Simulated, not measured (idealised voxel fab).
process module | voxel plated lines
cross-section cut | 265 nm wide | cells 5 nm
A cross-section is a grid of square cells, given in bands from the top down. A band is one or more rows of cells.
Each band's line starts with the height of the band's top and of its bottom, in nm. Then come its materials from left to right, each with its width in nm. One material with "throughout" fills the band from edge to edge. "air" is empty space.
Height 0 is the level under which the wafer as received is all one material. The lowest band goes on downwards, as in "0 down".
A width such as "30 to 40" changes by the same amount from each row of cells to the next, from the band's top row to its bottom row.
"no change" after a step means that no cell of the cross-section changed.
closed voids: empty space of 8 cells or more with no open way to the top, each as width x height at its distance from the left edge, in nm
after a step's settings: what the simulator itself notes on the step
overlay nm, on a step with a mask: how far to the right of its planned place the mask lay; to the left if negative
plan
1 op RECEIVE | material Si
2 op CONFORMAL_DEP | material SiO2 | thk nm 10
3 op DIRECTIONAL_DEP | material TiN | thk nm 5
4 op PATTERN | tone open | mask id LINES | material resist | width nm 30 | pitch nm 50 | thk nm 35 | overlay nm -15
5 op EPI | material Ru | thk nm 10
6 op EPI | material Ru | thk nm 10
7 op EPI | material Ru | thk nm 10
8 op STRIP | etch materials resist
9 op DIRECTIONAL_ETCH | etch materials TiN | depth nm 5
10 op CONFORMAL_DEP | material SiCN | thk nm 5
varied across the wafers: overlay nm of step 4. The plan shows the first wafer's value. All wafers start alike
first wafer as received, after step 1
  0 down: Si throughout
  closed voids: none
each wafer at the end: cells of each material gained (+) or lost (-) since it was received, then its closed voids
overlay nm -15 | +144 Ru | +109 SiCN | +106 SiO2 | +24 TiN | closed voids: none
overlay nm -10 | +144 Ru | +109 SiCN | +106 SiO2 | +24 TiN | closed voids: none
overlay nm -5 | +144 Ru | +109 SiCN | +106 SiO2 | +24 TiN | closed voids: none
overlay nm 0 | +144 Ru | +109 SiCN | +106 SiO2 | +24 TiN | closed voids: none
overlay nm 5 | +144 Ru | +109 SiCN | +106 SiO2 | +24 TiN | closed voids: none
overlay nm 10 | +144 Ru | +109 SiCN | +106 SiO2 | +24 TiN | closed voids: none
overlay nm 15 | +144 Ru | +109 SiCN | +106 SiO2 | +24 TiN | closed voids: none
